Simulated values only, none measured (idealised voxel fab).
The following is a process module called voxel self aligned contacts.
The cross-section shown here is cut; it is 225 nm wide and divided into square cells measuring 5 nm on a side.
Cross-section, as written here: a square-cell grid given band by band from the top down, where a band holds one or more rows of cells.
Read a band's entry like this: the first values are the height of its top and the height of its bottom in nm, and what follows is the sequence of materials from left to right, each with its width in nm. Note that "air" is empty space, and that a single material marked "full width" reaches across the band from edge to edge.
Note: height 0 marks the level under which the wafer is uniformly one material as received. Lowest band unbounded below, written "z 0 and below".
So if you see something like "30->40" for the width, read it as the top row of the band sitting at the first number and the bottom row at the second, with every row in between moving by the same amount as the last.
Step note "identical to before" = no cross-section cell changed.
Entry "Entrapped void list" = empty spaces >= 8 cells with no open way to the top; each as width x height at distance, distance from left edge, all nm.
On a step's line, text after the settings is the simulator commenting on that step.
If you see "overlay nm" on a step's line and that step has a mask, it's telling you how far right of where it was planned the mask ended up; a negative number means it went left instead.
### Process steps (planned)
1 RECEIVE (material Si)
2 CONFORMAL_DEP (material SiO2; thk nm 5)
3 DIRECTIONAL_DEP (material polySi; thk nm 25)
4 DIRECTIONAL_DEP (material SiN; thk nm 20)
5 MASKED_ETCH (tone cover; mask id GATE; width nm 30; pitch nm 70; etch materials SiN; depth nm 20; overlay nm 0)
6 MASKED_ETCH (tone cover; mask id GATE; width nm 20; pitch nm 70; etch materials polySi; depth nm 25; overlay nm 0)
7 CONFORMAL_DEP (material SiN; thk nm 10)
8 DIRECTIONAL_ETCH (etch materials SiN; depth nm 10)
9 FILL_DEP (material SiO2; thk nm 10)
10 CMP (height nm 55)
11 PATTERN (tone open; mask id CONTACT; material resist; width nm 50; thk nm 20; overlay nm 0)
12 DIRECTIONAL_ETCH (etch materials SiO2; depth nm 55)
13 STRIP (etch materials resist)
14 CONFORMAL_DEP (material TiN; thk nm 5)
15 FILL_DEP (material Ru; thk nm 10)
16 CMP (height nm 55)
17 CONFORMAL_DEP (material SiCN; thk nm 5)
All wafers enter the flow in the same state. The width nm at step 6 differs from wafer to wafer, and the plan gives the value for the first wafer.
### Received wafers, first of several: cross-section after step 1
z 0 and below  Si full width
Entrapped void list: none
### Quick look at the cross-section of the first of several wafers after step 17, which wraps up the module
z 60 to 55  SiCN full width
z 55 to 50  SiO2 85 nm, TiN 20 nm, Ru 10 nm, TiN 20 nm, SiO2 90 nm
z 50 to 30  SiO2 50 nm, SiN 50 nm, TiN 5 nm, Ru 10 nm, TiN 5 nm, SiN 50 nm, SiO2 55 nm
z 30 to 5  SiO2 50 nm, SiN 10 nm, polySi 30 nm, SiN 10 nm, TiN 5 nm, Ru 10 nm, TiN 5 nm, SiN 10 nm, polySi 30 nm, SiN 10 nm, SiO2 55 nm
z 5 to 0  SiO2 100 nm, TiN 20 nm, SiO2 105 nm
z 0 and below  Si full width
Entrapped void list: none
### Cross-section, module end, final of several wafers
z 60 to 55  SiCN full width
z 55 to 50  SiO2 85 nm, TiN 20 nm, Ru 10 nm, TiN 20 nm, SiO2 90 nm
z 50 to 35  SiO2 50 nm, SiN 50 nm, TiN 5 nm, Ru 10 nm, TiN 5 nm, SiN 50 nm, SiO2 55 nm
z 35 to 30  SiO2 50 nm, SiN 50 nm, TiN 20 nm, SiN 50 nm, SiO2 55 nm
z 30 to 5  SiO2 45 nm, SiN 10 nm, polySi 45 nm, SiN 10 nm, TiN 5 nm, SiN 10 nm, polySi 45 nm, SiN 10 nm, SiO2 45 nm
z 5 to 0  SiO2 110 nm, TiN 5 nm, SiO2 110 nm
z 0 and below  Si full width
Entrapped void list: none
### Heads up, this table goes wafer by wafer. A row tells you, at the end of the module, how many cells of each material that wafer has put on (+) or dropped (-) since it was received, and then its closed voids
width nm 20, +20 Ru, +45 SiCN, +120 SiN, +265 SiO2, +30 TiN, +60 polySi, Entrapped void list: none
width nm 25, +20 Ru, +45 SiCN, +120 SiN, +265 SiO2, +30 TiN, +60 polySi, Entrapped void list: none
width nm 30, +20 Ru, +45 SiCN, +120 SiN, +265 SiO2, +30 TiN, +60 polySi, Entrapped void list: none
width nm 35, +14 Ru, +45 SiCN, +120 SiN, +261 SiO2, +30 TiN, +70 polySi, Entrapped void list: none
width nm 40, +8 Ru, +45 SiCN, +120 SiN, +257 SiO2, +30 TiN, +80 polySi, Entrapped void list: none
width nm 45, +8 Ru, +45 SiCN, +120 SiN, +253 SiO2, +24 TiN, +90 polySi, Entrapped void list: none
